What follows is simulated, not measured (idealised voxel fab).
process module | voxel quadruple lines
cross-section cut | 245 nm wide | cells 5 nm
A cross-section is a grid of square cells, given in bands from the top down. A band is one or more rows of cells.
Each band's line starts with the height of the band's top and of its bottom, in nm. Then come its materials from left to right, each with its width in nm. One material with "throughout" fills the band from edge to edge. "air" is empty space.
Height 0 is the level under which the wafer as received is all one material. The lowest band goes on downwards, as in "0 down".
A width such as "30 to 40" changes by the same amount from each row of cells to the next, from the band's top row to its bottom row.
"no change" after a step means that no cell of the cross-section changed.
closed voids: empty space of 8 cells or more with no open way to the top, each as width x height at its distance from the left edge, in nm
after a step's settings: what the simulator itself notes on the step
overlay nm, on a step with a mask: how far to the right of its planned place the mask lay; to the left if negative
plan
1 op RECEIVE | material Si
2 op CONFORMAL_DEP | material Al2O3 | thk nm 10
3 op DIRECTIONAL_DEP | material TiN | thk nm 10
4 op DIRECTIONAL_DEP | material polySi | thk nm 15
5 op DIRECTIONAL_DEP | material aC | thk nm 25
6 op PATTERN | tone cover | mask id MANDREL | material resist | width nm 25 | pitch nm 80 | thk nm 35 | overlay nm 0
7 op DIRECTIONAL_ETCH | etch materials aC | depth nm 25
8 op STRIP | etch materials resist
9 op CONFORMAL_DEP | material SiO2 | thk nm 15
10 op DIRECTIONAL_ETCH | etch materials SiO2 | depth nm 15
11 op STRIP | etch materials aC
12 op DIRECTIONAL_ETCH | etch materials polySi | depth nm 15
13 op STRIP | etch materials SiO2
14 op CONFORMAL_DEP | material SiN | thk nm 5
15 op DIRECTIONAL_ETCH | etch materials SiN | depth nm 5
16 op STRIP | etch materials polySi
17 op DIRECTIONAL_ETCH | etch materials TiN | depth nm 10
18 op STRIP | etch materials SiN
as received, after step 1
  0 down: Si throughout
  closed voids: none
a wafer at the end: this start, this plan, one mistake
  20 to 10: air 55 | TiN 5 | air 15 | TiN 5 | air 10 | TiN 5 | air 15 | TiN 5 | air 20 | TiN 5 | air 15 | TiN 5 | air 10 | TiN 5 | air 15 | TiN 5 | air 50
  10 to 0: Al2O3 throughout
  0 down: Si throughout
  closed voids: none
what went wrong: step 6 ran as: op PATTERN | tone cover | mask id MANDREL | material resist | width nm 20 | pitch nm 80 | thk nm 35 | overlay nm 0
